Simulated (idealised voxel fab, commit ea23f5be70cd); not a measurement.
Proc. module: voxel transistor to metal
Xsec cut, 280 nm wide, square cell size 5 nm.
Format of a cross-section: grid, square cells. Given as bands. Order: top down. Band: one or more rows of cells.
This entry defines a band. It first specifies the height of the band's top and the height of its bottom in nm, and then specifies the band's materials from left to right, stating each material with its width in nm. The word "full width" identifies a single material that fills the band from edge to edge, while the word "blank" identifies empty space.
We count height from 0. Below that, the starting wafer is all one material. The lowest band never ends at the bottom but goes on down; see "0 and below" for how that is written.
So if you see something like "30->40" for the width, read it as the top row of the band sitting at the first number and the bottom row at the second, with every row in between moving by the same amount as the last.
The designation "no alteration", where it is given for a processing step, indicates that no cell of the cross-section was altered in the course of that step.
Look at "Closed void inventory" for the closed voids: empty spaces with no open path to the top, sized 8 cells or up. Each is width x height at distance, distance from the left edge, all nm.
Heads up: the bit after the settings on a step's line is the simulator's remark on that step.
overlay nm: mask offset rightward from planned place, masked step; negative means leftward offset.
Below is the list of planned process steps
1) RECEIVE with material Si
2) OXIDIZE with depth nm 5
3) CONFORMAL_DEP with material SiN, thk nm 15
4) MASKED_ETCH with tone cover, mask id ACTIVE, width nm 100, pitch nm 130, etch materials SiN, depth nm 15, overlay nm 0
5) MASKED_ETCH with tone cover, mask id ACTIVE, width nm 100, pitch nm 130, etch materials SiO2, depth nm 5, overlay nm 0
6) MASKED_ETCH with tone cover, mask id ACTIVE, width nm 100, pitch nm 130, etch materials Si, depth nm 25, overlay nm 0
7) OXIDIZE with depth nm 5
8) FILL_DEP with material SiO2, thk nm 5
9) CMP with height nm 15
10) SELECTIVE_ETCH with etch materials SiO2, depth nm 15
11) STRIP with etch materials SiN
12) SELECTIVE_ETCH with etch materials SiO2, depth nm 5
13) OXIDIZE with depth nm 5
14) DIRECTIONAL_DEP with material polySi, thk nm 20
15) DIRECTIONAL_DEP with material SiCN, thk nm 10
16) MASKED_ETCH with tone cover, mask id GATE, width nm 20, pitch nm 130, etch materials SiCN, depth nm 20, overlay nm 0
17) MASKED_ETCH with tone cover, mask id GATE, width nm 20, pitch nm 130, etch materials polySi, depth nm 30, overlay nm 0
18) CONFORMAL_DEP with material SiN, thk nm 5
19) DIRECTIONAL_ETCH with etch materials SiN, depth nm 5
20) DIRECTIONAL_ETCH with etch materials SiO2, depth nm 5
21) EPI with material pSi, thk nm 5
22) FILL_DEP with material SiO2, thk nm 10
23) CMP with height nm 25
24) DIRECTIONAL_DEP with material SiO2, thk nm 10
25) DIRECTIONAL_DEP with material aC, thk nm 15
26) PATTERN with tone open, mask id CONTACT, material resist, width nm 30, thk nm 30, overlay nm 0
27) DIRECTIONAL_ETCH with etch materials aC, depth nm 15
28) STRIP with etch materials resist
29) DIRECTIONAL_ETCH with etch materials SiO2, depth nm 40
30) STRIP with etch materials aC
31) CONFORMAL_DEP with material TiN, thk nm 5
32) FILL_DEP with material W, thk nm 10
33) CMP with height nm 35
34) CONFORMAL_DEP with material SiN, thk nm 5
35) DIRECTIONAL_DEP with material SiO2, thk nm 15
36) DIRECTIONAL_DEP with material aC, thk nm 10
37) PATTERN with tone open, mask id METAL_1, material resist, width nm 15, thk nm 30, overlay nm 0
38) DIRECTIONAL_ETCH with etch materials aC, depth nm 10
39) STRIP with etch materials resist
40) DIRECTIONAL_ETCH with etch materials SiO2, depth nm 15
41) DIRECTIONAL_ETCH with etch materials SiN, depth nm 5
42) STRIP with etch materials aC
43) CONFORMAL_DEP with material TiN, thk nm 5
44) FILL_DEP with material Cu, thk nm 10
45) CMP with height nm 55
46) CONFORMAL_DEP with material SiN, thk nm 5
Account of the first of two wafers, which was processed as intended
Cross-section of the wafer as it came to us, i.e., already through step 1
> 0 and below | Si full width
> Closed void inventory: none
Presented here is a cross-section of the wafer after step 2 has been performed
> 0 down to -5 | SiO2 full width
> Under the height -5 nothing was changed.
Presented here is a cross-section of the wafer after step 3 has been performed
> 15 down to 0 | SiN full width
> Under the height 0 nothing was changed.
Presented here is a cross-section of the wafer after step 4 has been performed
> 15 down to 0 | blank (25), SiN (100), blank (30), SiN (100), blank (25)
> Under the height 0 nothing was changed.
Presented here is a cross-section of the wafer after step 5 has been performed
> 15 down to 0 | blank (25), SiN (100), blank (30), SiN (100), blank (25)
> 0 down to -5 | blank (25), SiO2 (100), blank (30), SiO2 (100), blank (25)
> Under the height -5 nothing was changed.
Presented here is a cross-section of the wafer after step 6 has been performed
> 15 down to 0 | blank (25), SiN (100), blank (30), SiN (100), blank (25)
> 0 down to -5 | blank (25), SiO2 (100), blank (30), SiO2 (100), blank (25)
> -5 down to -30 | blank (25), Si (100), blank (30), Si (100), blank (25)
> Under the height -30 nothing was changed.
Presented here is a cross-section of the wafer after step 7 has been performed
> 15 down to 0 | blank (25), SiN (100), blank (30), SiN (100), blank (25)
> 0 down to -5 | blank (25), SiO2 (100), blank (30), SiO2 (100), blank (25)
> -5 down to -30 | blank (25), SiO2 (5), Si (90), SiO2 (5), blank (30), SiO2 (5), Si (90), SiO2 (5), blank (25)
> -30 down to -35 | SiO2 (30), Si (90), SiO2 (40), Si (90), SiO2 (30)
> Under the height -35 nothing was changed.
Presented here is a cross-section of the wafer after step 8 has been performed
> 20 down to 15 | SiO2 full width
> 15 down to 0 | SiO2 (25), SiN (100), SiO2 (30), SiN (100), SiO2 (25)
> 0 down to -5 | SiO2 full width
> -5 down to -35 | SiO2 (30), Si (90), SiO2 (40), Si (90), SiO2 (30)
> Under the height -35 nothing was changed.
Presented here is a cross-section of the wafer after step 9 has been performed
> 15 down to 0 | SiO2 (25), SiN (100), SiO2 (30), SiN (100), SiO2 (25)
> Under the height 0 nothing was changed.
Presented here is a cross-section of the wafer after step 10 has been performed
> 15 down to 0 | blank (25), SiN (100), blank (30), SiN (100), blank (25)
> Under the height 0 nothing was changed.
Presented here is a cross-section of the wafer after step 11 has been performed
> 0 down to -5 | SiO2 full width
> Under the height -5 nothing was changed.
Presented here is a cross-section of the wafer after step 12 has been performed
> -5 down to -35 | SiO2 (30), Si (90), SiO2 (40), Si (90), SiO2 (30)
> Under the height -35 nothing was changed.
Presented here is a cross-section of the wafer after step 13 has been performed
> -5 down to -10 | SiO2 full width
> Under the height -10 nothing was changed.
Presented here is a cross-section of the wafer after step 14 has been performed
> 15 down to -5 | polySi full width
> Under the height -5 nothing was changed.
Presented here is a cross-section of the wafer after step 15 has been performed
> 25 down to 15 | SiCN full width
> Under the height 15 nothing was changed.
Presented here is a cross-section of the wafer after step 16 has been performed
> 25 down to 15 | blank (65), SiCN (20), blank (110), SiCN (20), blank (65)
> Under the height 15 nothing was changed.
Presented here is a cross-section of the wafer after step 17 has been performed
> 25 down to 15 | blank (65), SiCN (20), blank (110), SiCN (20), blank (65)
> 15 down to -5 | blank (65), polySi (20), blank (110), polySi (20), blank (65)
> Under the height -5 nothing was changed.
Presented here is a cross-section of the wafer after step 18 has been performed
> 30 down to 25 | blank (60), SiN (30), blank (100), SiN (30), blank (60)
> 25 down to 15 | blank (60), SiN (5), SiCN (20), SiN (5), blank (100), SiN (5), SiCN (20), SiN (5), blank (60)
> 15 down to 0 | blank (60), SiN (5), polySi (20), SiN (5), blank (100), SiN (5), polySi (20), SiN (5), blank (60)
> 0 down to -5 | SiN (65), polySi (20), SiN (110), polySi (20), SiN (65)
> Under the height -5 nothing was changed.
Presented here is a cross-section of the wafer after step 19 has been performed
> 25 down to 15 | blank (60), SiN (5), SiCN (20), SiN (5), blank (100), SiN (5), SiCN (20), SiN (5), blank (60)
> 15 down to -5 | blank (60), SiN (5), polySi (20), SiN (5), blank (100), SiN (5), polySi (20), SiN (5), blank (60)
> Under the height -5 nothing was changed.
Presented here is a cross-section of the wafer after step 20 has been performed
> 25 down to 15 | blank (60), SiN (5), SiCN (20), SiN (5), blank (100), SiN (5), SiCN (20), SiN (5), blank (60)
> 15 down to -5 | blank (60), SiN (5), polySi (20), SiN (5), blank (100), SiN (5), polySi (20), SiN (5), blank (60)
> -5 down to -10 | blank (60), SiO2 (30), blank (100), SiO2 (30), blank (60)
> Under the height -10 nothing was changed.
Presented here is a cross-section of the wafer after step 21 has been performed
> 25 down to 15 | blank (60), SiN (5), SiCN (20), SiN (5), blank (100), SiN (5), SiCN (20), SiN (5), blank (60)
> 15 down to -5 | blank (60), SiN (5), polySi (20), SiN (5), blank (100), SiN (5), polySi (20), SiN (5), blank (60)
> -5 down to -10 | blank (25), pSi (35), SiO2 (30), pSi (35), blank (30), pSi (35), SiO2 (30), pSi (35), blank (25)
> Under the height -10 nothing was changed.
Presented here is a cross-section of the wafer after step 22 has been performed
> 35 down to 25 | SiO2 full width
> 25 down to 15 | SiO2 (60), SiN (5), SiCN (20), SiN (5), SiO2 (100), SiN (5), SiCN (20), SiN (5), SiO2 (60)
> 15 down to -5 | SiO2 (60), SiN (5), polySi (20), SiN (5), SiO2 (100), SiN (5), polySi (20), SiN (5), SiO2 (60)
> -5 down to -10 | SiO2 (25), pSi (35), SiO2 (30), pSi (35), SiO2 (30), pSi (35), SiO2 (30), pSi (35), SiO2 (25)
> Under the height -10 nothing was changed.
Presented here is a cross-section of the wafer after step 23 has been performed
> 25 down to 15 | SiO2 (60), SiN (5), SiCN (20), SiN (5), SiO2 (100), SiN (5), SiCN (20), SiN (5), SiO2 (60)
> Under the height 15 nothing was changed.
Presented here is a cross-section of the wafer after step 24 has been performed
> 35 down to 25 | SiO2 full width
> Under the height 25 nothing was changed.
Presented here is a cross-section of the wafer after step 25 has been performed
> 50 down to 35 | aC full width
> Under the height 35 nothing was changed.
Presented here is a cross-section of the wafer after step 26 has been performed
> 80 down to 50 | resist (30), blank (30), resist (30), blank (30), resist (40), blank (30), resist (30), blank (30), resist (30)
> Under the height 50 nothing was changed.
Presented here is a cross-section of the wafer after step 27 has been performed
> 65 down to 50 | resist (30), blank (30), resist (30), blank (30), resist (40), blank (30), resist (30), blank (30), resist (30)
> 50 down to 35 | aC (30), blank (30), aC (30), blank (30), aC (40), blank (30), aC (30), blank (30), aC (30)
> Under the height 35 nothing was changed.
Presented here is a cross-section of the wafer after step 28 has been performed
> 50 down to 35 | aC (30), blank (30), aC (30), blank (30), aC (40), blank (30), aC (30), blank (30), aC (30)
> Under the height 35 nothing was changed.
Presented here is a cross-section of the wafer after step 29 has been performed
> 50 down to 35 | aC (30), blank (30), aC (30), blank (30), aC (40), blank (30), aC (30), blank (30), aC (30)
> 35 down to 25 | SiO2 (30), blank (30), SiO2 (30), blank (30), SiO2 (40), blank (30), SiO2 (30), blank (30), SiO2 (30)
> 25 down to 15 | SiO2 (30), blank (30), SiN (5), SiCN (20), SiN (5), blank (30), SiO2 (40), blank (30), SiN (5), SiCN (20), SiN (5), blank (30), SiO2 (30)
> 15 down to -5 | SiO2 (30), blank (30), SiN (5), polySi (20), SiN (5), blank (30), SiO2 (40), blank (30), SiN (5), polySi (20), SiN (5), blank (30), SiO2 (30)
> Under the height -5 nothing was changed.
Presented here is a cross-section of the wafer after step 30 has been performed
> 35 down to 25 | SiO2 (30), blank (30), SiO2 (30), blank (30), SiO2 (40), blank (30), SiO2 (30), blank (30), SiO2 (30)
> Under the height 25 nothing was changed.
Presented here is a cross-section of the wafer after step 31 has been performed
> 40 down to 35 | TiN (35), blank (20), TiN (40), blank (20), TiN (50), blank (20), TiN (40), blank (20), TiN (35)
> 35 down to 25 | SiO2 (30), TiN (5), blank (20), TiN (5), SiO2 (30), TiN (5), blank (20), TiN (5), SiO2 (40), TiN (5), blank (20), TiN (5), SiO2 (30), TiN (5), blank (20), TiN (5), SiO2 (30)
> 25 down to 15 | SiO2 (30), TiN (5), blank (20), TiN (5), SiN (5), SiCN (20), SiN (5), TiN (5), blank (20), TiN (5), SiO2 (40), TiN (5), blank (20), TiN (5), SiN (5), SiCN (20), SiN (5), TiN (5), blank (20), TiN (5), SiO2 (30)
> 15 down to 0 | SiO2 (30), TiN (5), blank (20), TiN (5), SiN (5), polySi (20), SiN (5), TiN (5), blank (20), TiN (5), SiO2 (40), TiN (5), blank (20), TiN (5), SiN (5), polySi (20), SiN (5), TiN (5), blank (20), TiN (5), SiO2 (30)
> 0 down to -5 | SiO2 (30), TiN (30), SiN (5), polySi (20), SiN (5), TiN (30), SiO2 (40), TiN (30), SiN (5), polySi (20), SiN (5), TiN (30), SiO2 (30)
> Under the height -5 nothing was changed.
Presented here is a cross-section of the wafer after step 32 has been performed
> 50 down to 40 | W full width
> 40 down to 35 | TiN (35), W (20), TiN (40), W (20), TiN (50), W (20), TiN (40), W (20), TiN (35)
> 35 down to 25 | SiO2 (30), TiN (5), W (20), TiN (5), SiO2 (30), TiN (5), W (20), TiN (5), SiO2 (40), TiN (5), W (20), TiN (5), SiO2 (30), TiN (5), W (20), TiN (5), SiO2 (30)
> 25 down to 15 | SiO2 (30), TiN (5), W (20), TiN (5), SiN (5), SiCN (20), SiN (5), TiN (5), W (20), TiN (5), SiO2 (40), TiN (5), W (20), TiN (5), SiN (5), SiCN (20), SiN (5), TiN (5), W (20), TiN (5), SiO2 (30)
> 15 down to 0 | SiO2 (30), TiN (5), W (20), TiN (5), SiN (5), polySi (20), SiN (5), TiN (5), W (20), TiN (5), SiO2 (40), TiN (5), W (20), TiN (5), SiN (5), polySi (20), SiN (5), TiN (5), W (20), TiN (5), SiO2 (30)
> Under the height 0 nothing was changed.
Presented here is a cross-section of the wafer after step 33 has been performed
> 35 down to 25 | SiO2 (30), TiN (5), W (20), TiN (5), SiO2 (30), TiN (5), W (20), TiN (5), SiO2 (40), TiN (5), W (20), TiN (5), SiO2 (30), TiN (5), W (20), TiN (5), SiO2 (30)
> Under the height 25 nothing was changed.
Presented here is a cross-section of the wafer after step 34 has been performed
> 40 down to 35 | SiN full width
> Under the height 35 nothing was changed.
Presented here is a cross-section of the wafer after step 35 has been performed
> 55 down to 40 | SiO2 full width
> Under the height 40 nothing was changed.
Presented here is a cross-section of the wafer after step 36 has been performed
> 65 down to 55 | aC full width
> Under the height 55 nothing was changed.
Presented here is a cross-section of the wafer after step 37 has been performed
> 95 down to 65 | resist (30), blank (15), resist (60), blank (15), resist (40), blank (15), resist (60), blank (15), resist (30)
> Under the height 65 nothing was changed.
Presented here is a cross-section of the wafer after step 38 has been performed
> 85 down to 65 | resist (30), blank (15), resist (60), blank (15), resist (40), blank (15), resist (60), blank (15), resist (30)
> 65 down to 55 | aC (30), blank (15), aC (60), blank (15), aC (40), blank (15), aC (60), blank (15), aC (30)
> Under the height 55 nothing was changed.
Presented here is a cross-section of the wafer after step 39 has been performed
> 65 down to 55 | aC (30), blank (15), aC (60), blank (15), aC (40), blank (15), aC (60), blank (15), aC (30)
> Under the height 55 nothing was changed.
Presented here is a cross-section of the wafer after step 40 has been performed
> 65 down to 55 | aC (30), blank (15), aC (60), blank (15), aC (40), blank (15), aC (60), blank (15), aC (30)
> 55 down to 40 | SiO2 (30), blank (15), SiO2 (60), blank (15), SiO2 (40), blank (15), SiO2 (60), blank (15), SiO2 (30)
> Under the height 40 nothing was changed.
Presented here is a cross-section of the wafer after step 41 has been performed
> 65 down to 55 | aC (30), blank (15), aC (60), blank (15), aC (40), blank (15), aC (60), blank (15), aC (30)
> 55 down to 40 | SiO2 (30), blank (15), SiO2 (60), blank (15), SiO2 (40), blank (15), SiO2 (60), blank (15), SiO2 (30)
> 40 down to 35 | SiN (30), blank (15), SiN (60), blank (15), SiN (40), blank (15), SiN (60), blank (15), SiN (30)
> Under the height 35 nothing was changed.
Presented here is a cross-section of the wafer after step 42 has been performed
> 55 down to 40 | SiO2 (30), blank (15), SiO2 (60), blank (15), SiO2 (40), blank (15), SiO2 (60), blank (15), SiO2 (30)
> Under the height 40 nothing was changed.
Presented here is a cross-section of the wafer after step 43 has been performed
> 60 down to 55 | TiN (35), blank (5), TiN (70), blank (5), TiN (50), blank (5), TiN (70), blank (5), TiN (35)
> 55 down to 40 | SiO2 (30), TiN (5), blank (5), TiN (5), SiO2 (60), TiN (5), blank (5), TiN (5), SiO2 (40), TiN (5), blank (5), TiN (5), SiO2 (60), TiN (5), blank (5), TiN (5), SiO2 (30)
> 40 down to 35 | SiN (30), TiN (15), SiN (60), TiN (15), SiN (40), TiN (15), SiN (60), TiN (15), SiN (30)
> Under the height 35 nothing was changed.
Presented here is a cross-section of the wafer after step 44 has been performed
> 70 down to 60 | Cu full width
> 60 down to 55 | TiN (35), Cu (5), TiN (70), Cu (5), TiN (50), Cu (5), TiN (70), Cu (5), TiN (35)
> 55 down to 40 | SiO2 (30), TiN (5), Cu (5), TiN (5), SiO2 (60), TiN (5), Cu (5), TiN (5), SiO2 (40), TiN (5), Cu (5), TiN (5), SiO2 (60), TiN (5), Cu (5), TiN (5), SiO2 (30)
> Under the height 40 nothing was changed.
Presented here is a cross-section of the wafer after step 45 has been performed
> 55 down to 40 | SiO2 (30), TiN (5), Cu (5), TiN (5), SiO2 (60), TiN (5), Cu (5), TiN (5), SiO2 (40), TiN (5), Cu (5), TiN (5), SiO2 (60), TiN (5), Cu (5), TiN (5), SiO2 (30)
> Under the height 40 nothing was changed.
Presented here is a cross-section of the wafer after step 46 has been performed
> 60 down to 55 | SiN full width
> Under the height 55 nothing was changed.
Notes, second wafer: start = first wafer's, plan = first wafer's, execution had one mistake; history identical to first through step 44
Second wafer cross-section, taken as of the time the plan sets for step 45 to be done: no alteration
Second wafer cross-section, taken as of the time the plan sets for step 46 to be done
> 75 down to 70 | SiN full width
> Under the height 70 nothing was changed.
In executing the process, a mistake was made relative to the plan: step 45 of the plan did not run at all; it was left out
Upon completion, the second wafer contains, in terms of cells, a greater or smaller amount of certain materials than the first wafer: +116 Cu, +52 TiN
